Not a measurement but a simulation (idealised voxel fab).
The process module presented herein is designated voxel air gaps.
Section cut is 180 nm wide and gridded with 5 nm square cells.
Square cells in a grid make up a cross-section in this document, and the grid is given as bands, listed from the top down, each one or more rows of cells. Quick guide to a band line: top height, bottom height (nm) up front; then every material left to right with its width in nm. Only one material and it's marked "full width"? Then it fills the band edge to edge. And "air" just means empty space. Heights from 0 (as-received wafer is one material below). Bottom band endless downward, as "0 down". Graded width ("30->40"): value in top row of band = first number; value in bottom row = second number; row-to-row change constant. For the purposes of this document, the phrase "no alteration" attached to a step denotes that no cell within the cross-section was modified by that step. Enclosed voids (no open way to top), threshold 8 cells or more, entry "Unvented internal voids", notation width x height at distance, distance from left edge, nm. Heads up: the bit after the settings on a step's line is the simulator's remark on that step. overlay nm: step with mask; distance mask lay right of planned place; negative value = left of planned place.
### plan
step 1: RECEIVE with material Si
step 2: CONFORMAL_DEP with material SiO2, thk nm 15
step 3: CONFORMAL_DEP with material SiN, thk nm 5
step 4: DIRECTIONAL_DEP with material SiO2, thk nm 40
step 5: PATTERN with tone open, mask id LINES, material resist, width nm 15, pitch nm 45, thk nm 20, overlay nm 0
step 6: DIRECTIONAL_ETCH with etch materials SiO2, depth nm 40
step 7: STRIP with etch materials resist
step 8: CONFORMAL_DEP with material TiN, thk nm 5
step 9: FILL_DEP with material W, thk nm 5
step 10: CMP with height nm 60
step 11: EPI with material Ru, thk nm 10
step 12: SELECTIVE_ETCH with etch materials SiO2, depth nm 50
step 13: CONFORMAL_DEP with material SiCN, thk nm 5
### The first wafer of two, processed as planned
### Cross-sectional view of the wafer in its as-received condition, corresponding to the state after step 1
  0 down | Si full width
  Unvented internal voids: none
### Cross-section through the wafer, step 2 finished
  15 to 0 | SiO2 full width
  All layers under 0 are left as they were.
### Cross-section through the wafer, step 3 finished
  20 to 15 | SiN full width
  All layers under 15 are left as they were.
### Cross-section through the wafer, step 4 finished
  60 to 20 | SiO2 full width
  All layers under 20 are left as they were.
### Cross-section through the wafer, step 5 finished
  80 to 60 | resist: 35 | air: 15 | resist: 30 | air: 15 | resist: 30 | air: 15 | resist: 40
  All layers under 60 are left as they were.
### Cross-section through the wafer, step 6 finished
  80 to 60 | resist: 35 | air: 15 | resist: 30 | air: 15 | resist: 30 | air: 15 | resist: 40
  60 to 20 | SiO2: 35 | air: 15 | SiO2: 30 | air: 15 | SiO2: 30 | air: 15 | SiO2: 40
  All layers under 20 are left as they were.
### Cross-section through the wafer, step 7 finished
  60 to 20 | SiO2: 35 | air: 15 | SiO2: 30 | air: 15 | SiO2: 30 | air: 15 | SiO2: 40
  All layers under 20 are left as they were.
### Cross-section through the wafer, step 8 finished
  65 to 60 | TiN: 40 | air: 5 | TiN: 40 | air: 5 | TiN: 40 | air: 5 | TiN: 45
  60 to 25 | SiO2: 35 | TiN: 5 | air: 5 | TiN: 5 | SiO2: 30 | TiN: 5 | air: 5 | TiN: 5 | SiO2: 30 | TiN: 5 | air: 5 | TiN: 5 | SiO2: 40
  25 to 20 | SiO2: 35 | TiN: 15 | SiO2: 30 | TiN: 15 | SiO2: 30 | TiN: 15 | SiO2: 40
  All layers under 20 are left as they were.
### Cross-section through the wafer, step 9 finished
  70 to 65 | W full width
  65 to 60 | TiN: 40 | W: 5 | TiN: 40 | W: 5 | TiN: 40 | W: 5 | TiN: 45
  60 to 25 | SiO2: 35 | TiN: 5 | W: 5 | TiN: 5 | SiO2: 30 | TiN: 5 | W: 5 | TiN: 5 | SiO2: 30 | TiN: 5 | W: 5 | TiN: 5 | SiO2: 40
  All layers under 25 are left as they were.
### Cross-section through the wafer, step 10 finished
  60 to 25 | SiO2: 35 | TiN: 5 | W: 5 | TiN: 5 | SiO2: 30 | TiN: 5 | W: 5 | TiN: 5 | SiO2: 30 | TiN: 5 | W: 5 | TiN: 5 | SiO2: 40
  All layers under 25 are left as they were.
### Cross-section through the wafer, step 11 finished
  70 to 60 | air: 25 | Ru: 35 | air: 10 | Ru: 35 | air: 10 | Ru: 35 | air: 30
  All layers under 60 are left as they were.
### Cross-section through the wafer, step 12 finished
  70 to 60 | air: 25 | Ru: 35 | air: 10 | Ru: 35 | air: 10 | Ru: 35 | air: 30
  60 to 25 | air: 35 | TiN: 5 | W: 5 | TiN: 5 | air: 30 | TiN: 5 | W: 5 | TiN: 5 | air: 30 | TiN: 5 | W: 5 | TiN: 5 | air: 40
  25 to 20 | air: 35 | TiN: 15 | air: 30 | TiN: 15 | air: 30 | TiN: 15 | air: 40
  All layers under 20 are left as they were.
### Cross-section through the wafer, step 13 finished
  75 to 70 | air: 20 | SiCN: 135 | air: 25
  70 to 60 | air: 20 | SiCN: 5 | Ru: 35 | SiCN: 10 | Ru: 35 | SiCN: 10 | Ru: 35 | SiCN: 5 | air: 25
  60 to 55 | air: 20 | SiCN: 15 | TiN: 5 | W: 5 | TiN: 5 | SiCN: 30 | TiN: 5 | W: 5 | TiN: 5 | SiCN: 30 | TiN: 5 | W: 5 | TiN: 5 | SiCN: 15 | air: 25
  55 to 25 | air: 30 | SiCN: 5 | TiN: 5 | W: 5 | TiN: 5 | SiCN: 5 | air: 20 | SiCN: 5 | TiN: 5 | W: 5 | TiN: 5 | SiCN: 5 | air: 20 | SiCN: 5 | TiN: 5 | W: 5 | TiN: 5 | SiCN: 5 | air: 35
  25 to 20 | SiCN: 35 | TiN: 15 | SiCN: 30 | TiN: 15 | SiCN: 30 | TiN: 15 | SiCN: 40
  All layers under 20 are left as they were.
  Unvented internal voids: 20 x 30 at 55; 20 x 30 at 100
### Notes, second wafer: start = first wafer's, plan = first wafer's, execution had one mistake; history identical to first through step 4
### Cross-section, second wafer, at the end time the plan gives for step 5
  80 to 60 | resist: 40 | air: 15 | resist: 30 | air: 15 | resist: 30 | air: 15 | resist: 35
  All layers under 60 are left as they were.
### Cross-section, second wafer, at the end time the plan gives for step 6
  80 to 60 | resist: 40 | air: 15 | resist: 30 | air: 15 | resist: 30 | air: 15 | resist: 35
  60 to 20 | SiO2: 40 | air: 15 | SiO2: 30 | air: 15 | SiO2: 30 | air: 15 | SiO2: 35
  All layers under 20 are left as they were.
### Cross-section, second wafer, at the end time the plan gives for step 7
  60 to 20 | SiO2: 40 | air: 15 | SiO2: 30 | air: 15 | SiO2: 30 | air: 15 | SiO2: 35
  All layers under 20 are left as they were.
### Cross-section, second wafer, at the end time the plan gives for step 8
  65 to 60 | TiN: 45 | air: 5 | TiN: 40 | air: 5 | TiN: 40 | air: 5 | TiN: 40
  60 to 25 | SiO2: 40 | TiN: 5 | air: 5 | TiN: 5 | SiO2: 30 | TiN: 5 | air: 5 | TiN: 5 | SiO2: 30 | TiN: 5 | air: 5 | TiN: 5 | SiO2: 35
  25 to 20 | SiO2: 40 | TiN: 15 | SiO2: 30 | TiN: 15 | SiO2: 30 | TiN: 15 | SiO2: 35
  All layers under 20 are left as they were.
### Cross-section, second wafer, at the end time the plan gives for step 9
  70 to 65 | W full width
  65 to 60 | TiN: 45 | W: 5 | TiN: 40 | W: 5 | TiN: 40 | W: 5 | TiN: 40
  60 to 25 | SiO2: 40 | TiN: 5 | W: 5 | TiN: 5 | SiO2: 30 | TiN: 5 | W: 5 | TiN: 5 | SiO2: 30 | TiN: 5 | W: 5 | TiN: 5 | SiO2: 35
  All layers under 25 are left as they were.
### Cross-section, second wafer, at the end time the plan gives for step 10
  60 to 25 | SiO2: 40 | TiN: 5 | W: 5 | TiN: 5 | SiO2: 30 | TiN: 5 | W: 5 | TiN: 5 | SiO2: 30 | TiN: 5 | W: 5 | TiN: 5 | SiO2: 35
  All layers under 25 are left as they were.
### Cross-section, second wafer, at the end time the plan gives for step 11
  70 to 60 | air: 30 | Ru: 35 | air: 10 | Ru: 35 | air: 10 | Ru: 35 | air: 25
  All layers under 60 are left as they were.
### Cross-section, second wafer, at the end time the plan gives for step 12
  70 to 60 | air: 30 | Ru: 35 | air: 10 | Ru: 35 | air: 10 | Ru: 35 | air: 25
  60 to 25 | air: 40 | TiN: 5 | W: 5 | TiN: 5 | air: 30 | TiN: 5 | W: 5 | TiN: 5 | air: 30 | TiN: 5 | W: 5 | TiN: 5 | air: 35
  25 to 20 | air: 40 | TiN: 15 | air: 30 | TiN: 15 | air: 30 | TiN: 15 | air: 35
  All layers under 20 are left as they were.
### Cross-section, second wafer, at the end time the plan gives for step 13
  75 to 70 | air: 25 | SiCN: 135 | air: 20
  70 to 60 | air: 25 | SiCN: 5 | Ru: 35 | SiCN: 10 | Ru: 35 | SiCN: 10 | Ru: 35 | SiCN: 5 | air: 20
  60 to 55 | air: 25 | SiCN: 15 | TiN: 5 | W: 5 | TiN: 5 | SiCN: 30 | TiN: 5 | W: 5 | TiN: 5 | SiCN: 30 | TiN: 5 | W: 5 | TiN: 5 | SiCN: 15 | air: 20
  55 to 25 | air: 35 | SiCN: 5 | TiN: 5 | W: 5 | TiN: 5 | SiCN: 5 | air: 20 | SiCN: 5 | TiN: 5 | W: 5 | TiN: 5 | SiCN: 5 | air: 20 | SiCN: 5 | TiN: 5 | W: 5 | TiN: 5 | SiCN: 5 | air: 30
  25 to 20 | SiCN: 40 | TiN: 15 | SiCN: 30 | TiN: 15 | SiCN: 30 | TiN: 15 | SiCN: 35
  All layers under 20 are left as they were.
  Unvented internal voids: 20 x 30 at 60; 20 x 30 at 105
Want to know what went wrong? step 5 ran differently from the plan; actual operation with settings: PATTERN with tone open, mask id LINES, material resist, width nm 15, pitch nm 45, thk nm 20, overlay nm 5
If you tally the cells, the second wafer ends up with the same amount of every material as the first; it's all just sitting in different places.
